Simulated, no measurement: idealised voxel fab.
process module | voxel transistor to metal
cross-section cut | 195 nm wide | cells 5 nm
A cross-section is a grid of square cells, given in bands from the top down. A band is one or more rows of cells.
Each band's line starts with the height of the band's top and of its bottom, in nm. Then come its materials from left to right, each with its width in nm. One material with "throughout" fills the band from edge to edge. "air" is empty space.
Height 0 is the level under which the wafer as received is all one material. The lowest band goes on downwards, as in "0 down".
A width such as "30 to 40" changes by the same amount from each row of cells to the next, from the band's top row to its bottom row.
"no change" after a step means that no cell of the cross-section changed.
closed voids: empty space of 8 cells or more with no open way to the top, each as width x height at its distance from the left edge, in nm
after a step's settings: what the simulator itself notes on the step
overlay nm, on a step with a mask: how far to the right of its planned place the mask lay; to the left if negative
Each pair below shows a cross-section before one step and the cross-section after it, down to the lowest band that changed. The line under each pair gives the step between them, with its settings. The pairs can come from different runs of this module on the same starting wafer, so a pair continues from the pair above only where its "before" says so.
before
  60 to 35: SiO2 50 | air 15 | SiO2 65 | air 15 | SiO2 50
  35 to 30: SiCN 50 | air 15 | SiCN 65 | air 15 | SiCN 50
  30 to 15: SiO2 45 | TiN 5 | W 15 | TiN 5 | SiO2 55 | TiN 5 | W 15 | TiN 5 | SiO2 45
  15 to 10: SiO2 45 | TiN 25 | SiN 10 | HfO2 5 | TiN 5 | W 15 | TiN 5 | HfO2 5 | SiN 10 | TiN 25 | SiO2 45
  10 to 5: SiO2 45 | SiGe 25 | SiN 10 | HfO2 5 | TiN 5 | W 15 | TiN 5 | HfO2 5 | SiN 10 | SiGe 25 | SiO2 45
  5 to 0: SiO2 40 | SiN 10 | SiGe 20 | SiN 10 | HfO2 5 | TiN 25 | HfO2 5 | SiN 10 | SiGe 20 | SiN 10 | SiO2 40
  0 to -5: SiO2 50 | SiGe 20 | SiO2 10 | HfO2 35 | SiO2 10 | SiGe 20 | SiO2 50
  -5 to -20: SiO2 40 | Si 10 | SiGe 20 | Si 55 | SiGe 20 | Si 10 | SiO2 40
  -20 to -30: SiO2 40 | Si 115 | SiO2 40
  -30 down: Si throughout
  closed voids: none
after
  65 to 60: TiN 55 | air 5 | TiN 75 | air 5 | TiN 55
  60 to 35: SiO2 50 | TiN 5 | air 5 | TiN 5 | SiO2 65 | TiN 5 | air 5 | TiN 5 | SiO2 50
  35 to 30: SiCN 50 | TiN 15 | SiCN 65 | TiN 15 | SiCN 50
  below 30: unchanged
  closed voids: none
the step between: op CONFORMAL_DEP | material TiN | thk nm 5
before: the cross-section after the pair above
after
  70 to 65: Cu throughout
  65 to 60: TiN 55 | Cu 5 | TiN 75 | Cu 5 | TiN 55
  60 to 35: SiO2 50 | TiN 5 | Cu 5 | TiN 5 | SiO2 65 | TiN 5 | Cu 5 | TiN 5 | SiO2 50
  below 35: unchanged
  closed voids: none
the step between: op FILL_DEP | material Cu | thk nm 5
before: the cross-section after the pair above
after
  60 to 35: SiO2 50 | TiN 5 | Cu 5 | TiN 5 | SiO2 65 | TiN 5 | Cu 5 | TiN 5 | SiO2 50
  below 35: unchanged
  closed voids: none
the step between: op CMP | height nm 60
before: the cross-section after the pair above
after
  65 to 60: SiCN throughout
  below 60: unchanged
  closed voids: none
the step between: op CONFORMAL_DEP | material SiCN | thk nm 5
before: the cross-section after the pair above
after
  90 to 65: lowk throughout
  below 65: unchanged
  closed voids: none
the step between: op DIRECTIONAL_DEP | material lowk | thk nm 25
before: the cross-section after the pair above
after
  90 to 75: lowk 50 | air 15 | lowk 65 | air 15 | lowk 50
  below 75: unchanged
  closed voids: none
the step between: op MASKED_ETCH | tone open | mask id METAL_2 | width nm 15 | pitch nm 80 | etch materials lowk | depth nm 15 | overlay nm 0
before: the cross-section after the pair above
after
  100 to 90: aC 50 | air 15 | aC 65 | air 15 | aC 50
  90 to 85: lowk 50 | air 15 | lowk 65 | air 15 | lowk 50
  85 to 75: lowk 50 | aC 15 | lowk 65 | aC 15 | lowk 50
  below 75: unchanged
  closed voids: none
the step between: op DIRECTIONAL_DEP | material aC | thk nm 10
before: the cross-section after the pair above
after
  130 to 100: resist 50 | air 15 | resist 65 | air 15 | resist 50
  below 100: unchanged
  closed voids: none
the step between: op PATTERN | tone open | mask id METAL_2_HOLES | material resist | width nm 15 | pitch nm 80 | thk nm 30 | overlay nm 0
before: the cross-section after the pair above
after
  120 to 100: resist 50 | air 15 | resist 65 | air 15 | resist 50
  100 to 90: aC 50 | air 15 | aC 65 | air 15 | aC 50
  90 to 75: lowk 50 | air 15 | lowk 65 | air 15 | lowk 50
  below 75: unchanged
  closed voids: none
the step between: op DIRECTIONAL_ETCH | etch materials aC | depth nm 10
before: the cross-section after the pair above
after
  100 to 90: aC 50 | air 15 | aC 65 | air 15 | aC 50
  below 90: unchanged
  closed voids: none
the step between: op STRIP | etch materials resist
before: the cross-section after the pair above
after
  100 to 90: aC 50 | air 15 | aC 65 | air 15 | aC 50
  90 to 65: lowk 50 | air 15 | lowk 65 | air 15 | lowk 50
  below 65: unchanged
  closed voids: none
the step between: op DIRECTIONAL_ETCH | etch materials lowk | depth nm 10
before: the cross-section after the pair above
after
  100 to 90: aC 50 | air 15 | aC 65 | air 15 | aC 50
  90 to 65: lowk 50 | air 15 | lowk 65 | air 15 | lowk 50
  65 to 60: SiCN 50 | air 15 | SiCN 65 | air 15 | SiCN 50
  below 60: unchanged
  closed voids: none
the step between: op DIRECTIONAL_ETCH | etch materials SiCN | depth nm 5
before: the cross-section after the pair above
after
  90 to 65: lowk 50 | air 15 | lowk 65 | air 15 | lowk 50
  below 65: unchanged
  closed voids: none
the step between: op STRIP | etch materials aC
before: the cross-section after the pair above
after
  95 to 90: TiN 55 | air 5 | TiN 75 | air 5 | TiN 55
  90 to 65: lowk 50 | TiN 5 | air 5 | TiN 5 | lowk 65 | TiN 5 | air 5 | TiN 5 | lowk 50
  65 to 60: SiCN 50 | TiN 15 | SiCN 65 | TiN 15 | SiCN 50
  below 60: unchanged
  closed voids: none
the step between: op CONFORMAL_DEP | material TiN | thk nm 5
before: the cross-section after the pair above
after
  105 to 95: Cu throughout
  95 to 90: TiN 55 | Cu 5 | TiN 75 | Cu 5 | TiN 55
  90 to 65: lowk 50 | TiN 5 | Cu 5 | TiN 5 | lowk 65 | TiN 5 | Cu 5 | TiN 5 | lowk 50
  below 65: unchanged
  closed voids: none
the step between: op FILL_DEP | material Cu | thk nm 10
before: the cross-section after the pair above
after
  90 to 65: lowk 50 | TiN 5 | Cu 5 | TiN 5 | lowk 65 | TiN 5 | Cu 5 | TiN 5 | lowk 50
  below 65: unchanged
  closed voids: none
the step between: op CMP | height nm 90
before: the cross-section after the pair above
after
  95 to 90: SiN throughout
  below 90: unchanged
  closed voids: none
the step between: op CONFORMAL_DEP | material SiN | thk nm 5
before
  35 to 30: SiCN 35 | air 125 | SiCN 35
  30 to 25: SiCN throughout
  25 to 20: polySi 35 | SiCN 125 | polySi 35
  20 to 5: polySi throughout
  5 to 0: SiO2 35 | polySi 125 | SiO2 35
  0 to -5: SiO2 throughout
  -5 to -30: SiO2 40 | Si 115 | SiO2 40
  -30 down: Si throughout
  closed voids: none
after
  50 to 35: air 90 | resist 25 | air 80
  35 to 30: SiCN 35 | air 55 | resist 25 | air 45 | SiCN 35
  below 30: unchanged
  closed voids: none
the step between: op PATTERN | tone cover | mask id GATE | material resist | width nm 25 | thk nm 15 | overlay nm 5
before: the cross-section after the pair above
after
  50 to 30: air 90 | resist 25 | air 80
  30 to 25: air 90 | SiCN 25 | air 80
  25 to 20: polySi 35 | air 55 | SiCN 25 | air 45 | polySi 35
  below 20: unchanged
  closed voids: none
the step between: op DIRECTIONAL_ETCH | etch materials SiCN | depth nm 20
before: the cross-section after the pair above
after
  50 to 30: air 90 | resist 25 | air 80
  30 to 20: air 90 | SiCN 25 | air 80
  20 to 5: air 90 | polySi 25 | air 80
  5 to 0: SiO2 35 | air 55 | polySi 25 | air 45 | SiO2 35
  below 0: unchanged
  closed voids: none
the step between: op DIRECTIONAL_ETCH | etch materials polySi | depth nm 30
before: the cross-section after the pair above
after
  30 to 20: air 90 | SiCN 25 | air 80
  below 20: unchanged
  closed voids: none
the step between: op STRIP | etch materials resist
before: the cross-section after the pair above
after
  35 to 30: air 85 | SiO2 35 | air 75
  30 to 20: air 85 | SiO2 5 | SiCN 25 | SiO2 5 | air 75
  20 to 10: air 85 | SiO2 5 | polySi 25 | SiO2 5 | air 75
  10 to 5: SiO2 40 | air 45 | SiO2 5 | polySi 25 | SiO2 5 | air 35 | SiO2 40
  5 to 0: SiO2 90 | polySi 25 | SiO2 80
  below 0: unchanged
  closed voids: none
the step between: op CONFORMAL_DEP | material SiO2 | thk nm 5
before: the cross-section after the pair above
after
  30 to 20: air 85 | SiO2 5 | SiCN 25 | SiO2 5 | air 75
  20 to 5: air 85 | SiO2 5 | polySi 25 | SiO2 5 | air 75
  5 to 0: SiO2 40 | air 45 | SiO2 5 | polySi 25 | SiO2 5 | air 35 | SiO2 40
  below 0: unchanged
  closed voids: none
the step between: op DIRECTIONAL_ETCH | etch materials SiO2 | depth nm 5
before: the cross-section after the pair above
after
  40 to 30: air 75 | SiN 55 | air 65
  30 to 20: air 75 | SiN 10 | SiO2 5 | SiCN 25 | SiO2 5 | SiN 10 | air 65
  20 to 15: air 75 | SiN 10 | SiO2 5 | polySi 25 | SiO2 5 | SiN 10 | air 65
  15 to 10: SiN 50 | air 25 | SiN 10 | SiO2 5 | polySi 25 | SiO2 5 | SiN 10 | air 15 | SiN 50
  10 to 5: SiN 85 | SiO2 5 | polySi 25 | SiO2 5 | SiN 75
  5 to 0: SiO2 40 | SiN 45 | SiO2 5 | polySi 25 | SiO2 5 | SiN 35 | SiO2 40
  below 0: unchanged
  closed voids: none
the step between: op CONFORMAL_DEP | material SiN | thk nm 10
before: the cross-section after the pair above
after
  30 to 20: air 75 | SiN 10 | SiO2 5 | SiCN 25 | SiO2 5 | SiN 10 | air 65
  20 to 5: air 75 | SiN 10 | SiO2 5 | polySi 25 | SiO2 5 | SiN 10 | air 65
  5 to 0: SiO2 40 | SiN 10 | air 25 | SiN 10 | SiO2 5 | polySi 25 | SiO2 5 | SiN 10 | air 15 | SiN 10 | SiO2 40
  below 0: unchanged
  closed voids: none
the step between: op DIRECTIONAL_ETCH | etch materials SiN | depth nm 10
before: the cross-section after the pair above
after
  30 to 25: air 75 | SiN 10 | air 5 | SiCN 25 | air 5 | SiN 10 | air 65
  25 to 20: air 75 | SiN 10 | SiO2 5 | SiCN 25 | SiO2 5 | SiN 10 | air 65
  20 to 5: air 75 | SiN 10 | SiO2 5 | polySi 25 | SiO2 5 | SiN 10 | air 65
  5 to 0: air 40 | SiN 10 | air 25 | SiN 10 | SiO2 5 | polySi 25 | SiO2 5 | SiN 10 | air 15 | SiN 10 | air 40
  0 to -5: SiO2 50 | air 25 | SiO2 55 | air 15 | SiO2 50
  below -5: unchanged
  closed voids: none
the step between: op DIRECTIONAL_ETCH | etch materials SiO2 | depth nm 5
before: the cross-section after the pair above
after
  30 to 25: air 75 | SiN 10 | air 5 | SiCN 25 | air 5 | SiN 10 | air 65
  25 to 20: air 75 | SiN 10 | SiO2 5 | SiCN 25 | SiO2 5 | SiN 10 | air 65
  20 to 5: air 75 | SiN 10 | SiO2 5 | polySi 25 | SiO2 5 | SiN 10 | air 65
  5 to 0: air 40 | SiN 10 | air 25 | SiN 10 | SiO2 5 | polySi 25 | SiO2 5 | SiN 10 | air 15 | SiN 10 | air 40
  0 to -5: SiO2 50 | air 25 | SiO2 55 | air 15 | SiO2 50
  -5 to -20: SiO2 40 | Si 10 | air 25 | Si 55 | air 15 | Si 10 | SiO2 40
  below -20: unchanged
  closed voids: none
the step between: op DIRECTIONAL_ETCH | etch materials Si | depth nm 15
before: the cross-section after the pair above
after
  30 to 25: air 75 | SiN 10 | air 5 | SiCN 25 | air 5 | SiN 10 | air 65
  25 to 20: air 75 | SiN 10 | SiO2 5 | SiCN 25 | SiO2 5 | SiN 10 | air 65
  20 to 10: air 75 | SiN 10 | SiO2 5 | polySi 25 | SiO2 5 | SiN 10 | air 65
  10 to 5: air 45 | SiGe 30 | SiN 10 | SiO2 5 | polySi 25 | SiO2 5 | SiN 10 | SiGe 20 | air 45
  5 to 0: air 40 | SiN 10 | SiGe 25 | SiN 10 | SiO2 5 | polySi 25 | SiO2 5 | SiN 10 | SiGe 15 | SiN 10 | air 40
  0 to -5: SiO2 50 | SiGe 25 | SiO2 55 | SiGe 15 | SiO2 50
  -5 to -20: SiO2 40 | Si 10 | SiGe 25 | Si 55 | SiGe 15 | Si 10 | SiO2 40
  below -20: unchanged
  closed voids: none
the step between: op EPI | material SiGe | thk nm 15
before: the cross-section after the pair above
after
  35 to 30: SiO2 throughout
  30 to 20: SiO2 75 | SiN 10 | SiO2 5 | SiCN 25 | SiO2 5 | SiN 10 | SiO2 65
  20 to 10: SiO2 75 | SiN 10 | SiO2 5 | polySi 25 | SiO2 5 | SiN 10 | SiO2 65
  10 to 5: SiO2 45 | SiGe 30 | SiN 10 | SiO2 5 | polySi 25 | SiO2 5 | SiN 10 | SiGe 20 | SiO2 45
  5 to 0: SiO2 40 | SiN 10 | SiGe 25 | SiN 10 | SiO2 5 | polySi 25 | SiO2 5 | SiN 10 | SiGe 15 | SiN 10 | SiO2 40
  below 0: unchanged
  closed voids: none
the step between: op FILL_DEP | material SiO2 | thk nm 5
before: the cross-section after the pair above
after
  20 to 10: SiO2 75 | SiN 10 | SiO2 5 | polySi 25 | SiO2 5 | SiN 10 | SiO2 65
  below 10: unchanged
  closed voids: none
the step between: op CMP | height nm 20
before: the cross-section after the pair above
after
  20 to 10: SiO2 75 | SiN 10 | SiO2 5 | air 25 | SiO2 5 | SiN 10 | SiO2 65
  10 to 5: SiO2 45 | SiGe 30 | SiN 10 | SiO2 5 | air 25 | SiO2 5 | SiN 10 | SiGe 20 | SiO2 45
  5 to 0: SiO2 40 | SiN 10 | SiGe 25 | SiN 10 | SiO2 5 | air 25 | SiO2 5 | SiN 10 | SiGe 15 | SiN 10 | SiO2 40
  below 0: unchanged
  closed voids: none
the step between: op STRIP | etch materials polySi
before: the cross-section after the pair above
after
  20 to 15: air 75 | SiN 10 | air 35 | SiN 10 | air 65
  15 to 10: SiO2 75 | SiN 10 | air 35 | SiN 10 | SiO2 65
  10 to 5: SiO2 45 | SiGe 30 | SiN 10 | air 35 | SiN 10 | SiGe 20 | SiO2 45
  5 to 0: SiO2 40 | SiN 10 | SiGe 25 | SiN 10 | air 35 | SiN 10 | SiGe 15 | SiN 10 | SiO2 40
  0 to -5: SiO2 50 | SiGe 25 | SiO2 10 | air 35 | SiO2 10 | SiGe 15 | SiO2 50
  below -5: unchanged
  closed voids: none
the step between: op SELECTIVE_ETCH | etch materials SiO2 | depth nm 5
before: the cross-section after the pair above
after
  25 to 20: air 70 | HfO2 20 | air 25 | HfO2 20 | air 60
  20 to 15: HfO2 75 | SiN 10 | HfO2 5 | air 25 | HfO2 5 | SiN 10 | HfO2 65
  15 to 10: SiO2 75 | SiN 10 | HfO2 5 | air 25 | HfO2 5 | SiN 10 | SiO2 65
  10 to 5: SiO2 45 | SiGe 30 | SiN 10 | HfO2 5 | air 25 | HfO2 5 | SiN 10 | SiGe 20 | SiO2 45
  5 to 0: SiO2 40 | SiN 10 | SiGe 25 | SiN 10 | HfO2 5 | air 25 | HfO2 5 | SiN 10 | SiGe 15 | SiN 10 | SiO2 40
  0 to -5: SiO2 50 | SiGe 25 | SiO2 10 | HfO2 35 | SiO2 10 | SiGe 15 | SiO2 50
  below -5: unchanged
  closed voids: none
the step between: op CONFORMAL_DEP | material HfO2 | thk nm 5
before: the cross-section after the pair above
after
  30 to 25: air 65 | TiN 30 | air 15 | TiN 30 | air 55
  25 to 20: TiN 70 | HfO2 20 | TiN 5 | air 15 | TiN 5 | HfO2 20 | TiN 60
  20 to 15: HfO2 75 | SiN 10 | HfO2 5 | TiN 5 | air 15 | TiN 5 | HfO2 5 | SiN 10 | HfO2 65
  15 to 10: SiO2 75 | SiN 10 | HfO2 5 | TiN 5 | air 15 | TiN 5 | HfO2 5 | SiN 10 | SiO2 65
  10 to 5: SiO2 45 | SiGe 30 | SiN 10 | HfO2 5 | TiN 5 | air 15 | TiN 5 | HfO2 5 | SiN 10 | SiGe 20 | SiO2 45
  5 to 0: SiO2 40 | SiN 10 | SiGe 25 | SiN 10 | HfO2 5 | TiN 25 | HfO2 5 | SiN 10 | SiGe 15 | SiN 10 | SiO2 40
  below 0: unchanged
  closed voids: none
the step between: op CONFORMAL_DEP | material TiN | thk nm 5
before: the cross-section after the pair above
after
  40 to 30: W throughout
  30 to 25: W 65 | TiN 30 | W 15 | TiN 30 | W 55
  25 to 20: TiN 70 | HfO2 20 | TiN 5 | W 15 | TiN 5 | HfO2 20 | TiN 60
  20 to 15: HfO2 75 | SiN 10 | HfO2 5 | TiN 5 | W 15 | TiN 5 | HfO2 5 | SiN 10 | HfO2 65
  15 to 10: SiO2 75 | SiN 10 | HfO2 5 | TiN 5 | W 15 | TiN 5 | HfO2 5 | SiN 10 | SiO2 65
  10 to 5: SiO2 45 | SiGe 30 | SiN 10 | HfO2 5 | TiN 5 | W 15 | TiN 5 | HfO2 5 | SiN 10 | SiGe 20 | SiO2 45
  below 5: unchanged
  closed voids: none
the step between: op FILL_DEP | material W | thk nm 10
before: the cross-section after the pair above
after
  15 to 10: SiO2 75 | SiN 10 | HfO2 5 | TiN 5 | W 15 | TiN 5 | HfO2 5 | SiN 10 | SiO2 65
  below 10: unchanged
  closed voids: none
the step between: op CMP | height nm 15
before: the cross-section after the pair above
after
  30 to 15: SiO2 throughout
  below 15: unchanged
  closed voids: none
the step between: op DIRECTIONAL_DEP | material SiO2 | thk nm 15
before: the cross-section after the pair above
after
  30 to 15: SiO2 50 | air 15 | SiO2 65 | air 15 | SiO2 50
  15 to 10: SiO2 50 | air 15 | SiO2 10 | SiN 10 | HfO2 5 | TiN 5 | W 15 | TiN 5 | HfO2 5 | SiN 10 | air 15 | SiO2 50
  below 10: unchanged
  closed voids: none
the step between: op MASKED_ETCH | tone open | mask id CONTACT | width nm 15 | pitch nm 80 | etch materials SiO2 | depth nm 20 | overlay nm 0
before: the cross-section after the pair above
after
  35 to 30: TiN 55 | air 5 | TiN 75 | air 5 | TiN 55
  30 to 15: SiO2 50 | TiN 5 | air 5 | TiN 5 | SiO2 65 | TiN 5 | air 5 | TiN 5 | SiO2 50
  15 to 10: SiO2 50 | TiN 15 | SiO2 10 | SiN 10 | HfO2 5 | TiN 5 | W 15 | TiN 5 | HfO2 5 | SiN 10 | TiN 15 | SiO2 50
  below 10: unchanged
  closed voids: none
the step between: op CONFORMAL_DEP | material TiN | thk nm 5
before: the cross-section after the pair above
after
  45 to 35: W throughout
  35 to 30: TiN 55 | W 5 | TiN 75 | W 5 | TiN 55
  30 to 15: SiO2 50 | TiN 5 | W 5 | TiN 5 | SiO2 65 | TiN 5 | W 5 | TiN 5 | SiO2 50
  below 15: unchanged
  closed voids: none
the step between: op FILL_DEP | material W | thk nm 10
before: the cross-section after the pair above
after
  30 to 15: SiO2 50 | TiN 5 | W 5 | TiN 5 | SiO2 65 | TiN 5 | W 5 | TiN 5 | SiO2 50
  below 15: unchanged
  closed voids: none
the step between: op CMP | height nm 30
before: the cross-section after the pair above
after
  35 to 30: SiCN throughout
  below 30: unchanged
  closed voids: none
the step between: op CONFORMAL_DEP | material SiCN | thk nm 5
before: the cross-section after the pair above
after
  60 to 35: SiO2 throughout
  below 35: unchanged
  closed voids: none
the step between: op DIRECTIONAL_DEP | material SiO2 | thk nm 25
before: the cross-section after the pair above
after
  60 to 35: SiO2 50 | air 15 | SiO2 65 | air 15 | SiO2 50
  below 35: unchanged
  closed voids: none
the step between: op MASKED_ETCH | tone open | mask id METAL_1 | width nm 15 | pitch nm 80 | etch materials SiO2 | depth nm 25 | overlay nm 0
before: the cross-section after the pair above
after
  60 to 35: SiO2 50 | air 15 | SiO2 65 | air 15 | SiO2 50
  35 to 30: SiCN 50 | air 15 | SiCN 65 | air 15 | SiCN 50
  below 30: unchanged
  closed voids: none
the step between: op MASKED_ETCH | tone open | mask id METAL_1 | width nm 15 | pitch nm 80 | etch materials SiCN | depth nm 5 | overlay nm 0
before: the cross-section after the pair above
after
  65 to 60: TiN 55 | air 5 | TiN 75 | air 5 | TiN 55
  60 to 35: SiO2 50 | TiN 5 | air 5 | TiN 5 | SiO2 65 | TiN 5 | air 5 | TiN 5 | SiO2 50
  35 to 30: SiCN 50 | TiN 15 | SiCN 65 | TiN 15 | SiCN 50
  below 30: unchanged
  closed voids: none
the step between: op CONFORMAL_DEP | material TiN | thk nm 5
before: the cross-section after the pair above
after
  70 to 65: Cu throughout
  65 to 60: TiN 55 | Cu 5 | TiN 75 | Cu 5 | TiN 55
  60 to 35: SiO2 50 | TiN 5 | Cu 5 | TiN 5 | SiO2 65 | TiN 5 | Cu 5 | TiN 5 | SiO2 50
  below 35: unchanged
  closed voids: none
the step between: op FILL_DEP | material Cu | thk nm 5
before: the cross-section after the pair above
after
  60 to 35: SiO2 50 | TiN 5 | Cu 5 | TiN 5 | SiO2 65 | TiN 5 | Cu 5 | TiN 5 | SiO2 50
  below 35: unchanged
  closed voids: none
the step between: op CMP | height nm 60
before: the cross-section after the pair above
after
  65 to 60: SiCN throughout
  below 60: unchanged
  closed voids: none
the step between: op CONFORMAL_DEP | material SiCN | thk nm 5
before: the cross-section after the pair above
after
  90 to 65: lowk throughout
  below 65: unchanged
  closed voids: none
the step between: op DIRECTIONAL_DEP | material lowk | thk nm 25
before: the cross-section after the pair above
after
  90 to 75: lowk 50 | air 15 | lowk 65 | air 15 | lowk 50
  below 75: unchanged
  closed voids: none
the step between: op MASKED_ETCH | tone open | mask id METAL_2 | width nm 15 | pitch nm 80 | etch materials lowk | depth nm 15 | overlay nm 0
before: the cross-section after the pair above
after
  100 to 90: aC 50 | air 15 | aC 65 | air 15 | aC 50
  90 to 85: lowk 50 | air 15 | lowk 65 | air 15 | lowk 50
  85 to 75: lowk 50 | aC 15 | lowk 65 | aC 15 | lowk 50
  below 75: unchanged
  closed voids: none
the step between: op DIRECTIONAL_DEP | material aC | thk nm 10
before: the cross-section after the pair above
after
  130 to 100: resist 50 | air 15 | resist 65 | air 15 | resist 50
  below 100: unchanged
  closed voids: none
the step between: op PATTERN | tone open | mask id METAL_2_HOLES | material resist | width nm 15 | pitch nm 80 | thk nm 30 | overlay nm 0
before: the cross-section after the pair above
after
  120 to 100: resist 50 | air 15 | resist 65 | air 15 | resist 50
  100 to 90: aC 50 | air 15 | aC 65 | air 15 | aC 50
  90 to 75: lowk 50 | air 15 | lowk 65 | air 15 | lowk 50
  below 75: unchanged
  closed voids: none
the step between: op DIRECTIONAL_ETCH | etch materials aC | depth nm 10
before: the cross-section after the pair above
after
  100 to 90: aC 50 | air 15 | aC 65 | air 15 | aC 50
  below 90: unchanged
  closed voids: none
the step between: op STRIP | etch materials resist
before: the cross-section after the pair above
after
  100 to 90: aC 50 | air 15 | aC 65 | air 15 | aC 50
  90 to 65: lowk 50 | air 15 | lowk 65 | air 15 | lowk 50
  below 65: unchanged
  closed voids: none
the step between: op DIRECTIONAL_ETCH | etch materials lowk | depth nm 10
before: the cross-section after the pair above
after
  100 to 90: aC 50 | air 15 | aC 65 | air 15 | aC 50
  90 to 65: lowk 50 | air 15 | lowk 65 | air 15 | lowk 50
  65 to 60: SiCN 50 | air 15 | SiCN 65 | air 15 | SiCN 50
  below 60: unchanged
  closed voids: none
the step between: op DIRECTIONAL_ETCH | etch materials SiCN | depth nm 5
before: the cross-section after the pair above
after
  90 to 65: lowk 50 | air 15 | lowk 65 | air 15 | lowk 50
  below 65: unchanged
  closed voids: none
the step between: op STRIP | etch materials aC
before: the cross-section after the pair above
after
  95 to 90: TiN 55 | air 5 | TiN 75 | air 5 | TiN 55
  90 to 65: lowk 50 | TiN 5 | air 5 | TiN 5 | lowk 65 | TiN 5 | air 5 | TiN 5 | lowk 50
  65 to 60: SiCN 50 | TiN 15 | SiCN 65 | TiN 15 | SiCN 50
  below 60: unchanged
  closed voids: none
the step between: op CONFORMAL_DEP | material TiN | thk nm 5
before: the cross-section after the pair above
after
  105 to 95: Cu throughout
  95 to 90: TiN 55 | Cu 5 | TiN 75 | Cu 5 | TiN 55
  90 to 65: lowk 50 | TiN 5 | Cu 5 | TiN 5 | lowk 65 | TiN 5 | Cu 5 | TiN 5 | lowk 50
  below 65: unchanged
  closed voids: none
the step between: op FILL_DEP | material Cu | thk nm 10
before: the cross-section after the pair above
after
  90 to 65: lowk 50 | TiN 5 | Cu 5 | TiN 5 | lowk 65 | TiN 5 | Cu 5 | TiN 5 | lowk 50
  below 65: unchanged
  closed voids: none
the step between: op CMP | height nm 90
before: the cross-section after the pair above
after
  95 to 90: SiN throughout
  below 90: unchanged
  closed voids: none
the step between: op CONFORMAL_DEP | material SiN | thk nm 5
before
  90 to 75: lowk 50 | air 15 | lowk 65 | air 15 | lowk 50
  75 to 65: lowk throughout
  65 to 60: SiCN throughout
  60 to 35: SiO2 50 | TiN 5 | Cu 5 | TiN 5 | SiO2 65 | TiN 5 | Cu 5 | TiN 5 | SiO2 50
  35 to 30: SiCN 50 | TiN 15 | SiCN 65 | TiN 15 | SiCN 50
  30 to 15: SiO2 50 | TiN 5 | W 5 | TiN 5 | SiO2 65 | TiN 5 | W 5 | TiN 5 | SiO2 50
  15 to 10: SiO2 50 | TiN 15 | SiO2 5 | SiN 10 | HfO2 5 | TiN 5 | W 15 | TiN 5 | HfO2 5 | SiN 10 | SiO2 5 | TiN 15 | SiO2 50
  10 to 5: SiO2 45 | SiGe 25 | SiN 10 | HfO2 5 | TiN 5 | W 15 | TiN 5 | HfO2 5 | SiN 10 | SiGe 25 | SiO2 45
  5 to 0: SiO2 40 | SiN 10 | SiGe 20 | SiN 10 | HfO2 5 | TiN 25 | HfO2 5 | SiN 10 | SiGe 20 | SiN 10 | SiO2 40
  0 to -5: SiO2 50 | SiGe 20 | SiO2 10 | HfO2 35 | SiO2 10 | SiGe 20 | SiO2 50
  -5 to -20: SiO2 40 | Si 10 | SiGe 20 | Si 55 | SiGe 20 | Si 10 | SiO2 40
  -20 to -30: SiO2 40 | Si 115 | SiO2 40
  -30 down: Si throughout
  closed voids: none
after
  100 to 90: Cu 50 | air 15 | Cu 65 | air 15 | Cu 50
  90 to 85: lowk 50 | air 15 | lowk 65 | air 15 | lowk 50
  85 to 75: lowk 50 | Cu 15 | lowk 65 | Cu 15 | lowk 50
  below 75: unchanged
  closed voids: none
the step between: op DIRECTIONAL_DEP | material Cu | thk nm 10
before: the cross-section after the pair above
after
  130 to 100: resist 50 | air 15 | resist 65 | air 15 | resist 50
  below 100: unchanged
  closed voids: none
the step between: op PATTERN | tone open | mask id METAL_2_HOLES | material resist | width nm 15 | pitch nm 80 | thk nm 30 | overlay nm 0
before: the cross-section after the pair above
after
  120 to 100: resist 50 | air 15 | resist 65 | air 15 | resist 50
  below 100: unchanged
  closed voids: none
the step between: op DIRECTIONAL_ETCH | etch materials aC | depth nm 10
before: the cross-section after the pair above
after
  100 to 90: Cu 50 | air 15 | Cu 65 | air 15 | Cu 50
  below 90: unchanged
  closed voids: none
the step between: op STRIP | etch materials resist
before: the cross-section after the pair above
after
  105 to 100: TiN 55 | air 5 | TiN 75 | air 5 | TiN 55
  100 to 90: Cu 50 | TiN 5 | air 5 | TiN 5 | Cu 65 | TiN 5 | air 5 | TiN 5 | Cu 50
  90 to 85: lowk 50 | TiN 15 | lowk 65 | TiN 15 | lowk 50
  below 85: unchanged
  closed voids: none
the step between: op CONFORMAL_DEP | material TiN | thk nm 5
before: the cross-section after the pair above
after
  115 to 105: Cu throughout
  105 to 100: TiN 55 | Cu 5 | TiN 75 | Cu 5 | TiN 55
  100 to 90: Cu 50 | TiN 5 | Cu 5 | TiN 5 | Cu 65 | TiN 5 | Cu 5 | TiN 5 | Cu 50
  below 90: unchanged
  closed voids: none
the step between: op FILL_DEP | material Cu | thk nm 10
before: the cross-section after the pair above
after
  90 to 85: lowk 50 | TiN 15 | lowk 65 | TiN 15 | lowk 50
  below 85: unchanged
  closed voids: none
the step between: op CMP | height nm 90
before: the cross-section after the pair above
after
  95 to 90: SiN throughout
  below 90: unchanged
  closed voids: none
the step between: op CONFORMAL_DEP | material SiN | thk nm 5
before
  60 to 35: SiO2 throughout
  35 to 30: SiCN throughout
  30 to 15: SiO2 50 | TiN 5 | W 5 | TiN 5 | SiO2 65 | TiN 5 | W 5 | TiN 5 | SiO2 50
  15 to 10: SiO2 50 | TiN 15 | SiO2 5 | SiN 10 | HfO2 5 | TiN 5 | W 15 | TiN 5 | HfO2 5 | SiN 10 | SiO2 5 | TiN 15 | SiO2 50
  10 to 5: SiO2 45 | SiGe 25 | SiN 10 | HfO2 5 | TiN 5 | W 15 | TiN 5 | HfO2 5 | SiN 10 | SiGe 25 | SiO2 45
  5 to 0: SiO2 40 | SiN 10 | SiGe 20 | SiN 10 | HfO2 5 | TiN 25 | HfO2 5 | SiN 10 | SiGe 20 | SiN 10 | SiO2 40
  0 to -5: SiO2 50 | SiGe 20 | SiO2 10 | HfO2 35 | SiO2 10 | SiGe 20 | SiO2 50
  -5 to -20: SiO2 40 | Si 10 | SiGe 20 | Si 55 | SiGe 20 | Si 10 | SiO2 40
  -20 to -30: SiO2 40 | Si 115 | SiO2 40
  -30 down: Si throughout
  closed voids: none
after
  60 to 35: air 50 | SiO2 15 | air 65 | SiO2 15 | air 50
  below 35: unchanged
  closed voids: none
the step between: op MASKED_ETCH | tone cover | mask id METAL_1 | width nm 15 | pitch nm 80 | etch materials SiO2 | depth nm 25 | overlay nm 0
before: the cross-section after the pair above
after
  65 to 60: air 45 | TiN 25 | air 55 | TiN 25 | air 45
  60 to 40: air 45 | TiN 5 | SiO2 15 | TiN 5 | air 55 | TiN 5 | SiO2 15 | TiN 5 | air 45
  40 to 35: TiN 50 | SiO2 15 | TiN 65 | SiO2 15 | TiN 50
  below 35: unchanged
  closed voids: none
the step between: op CONFORMAL_DEP | material TiN | thk nm 5
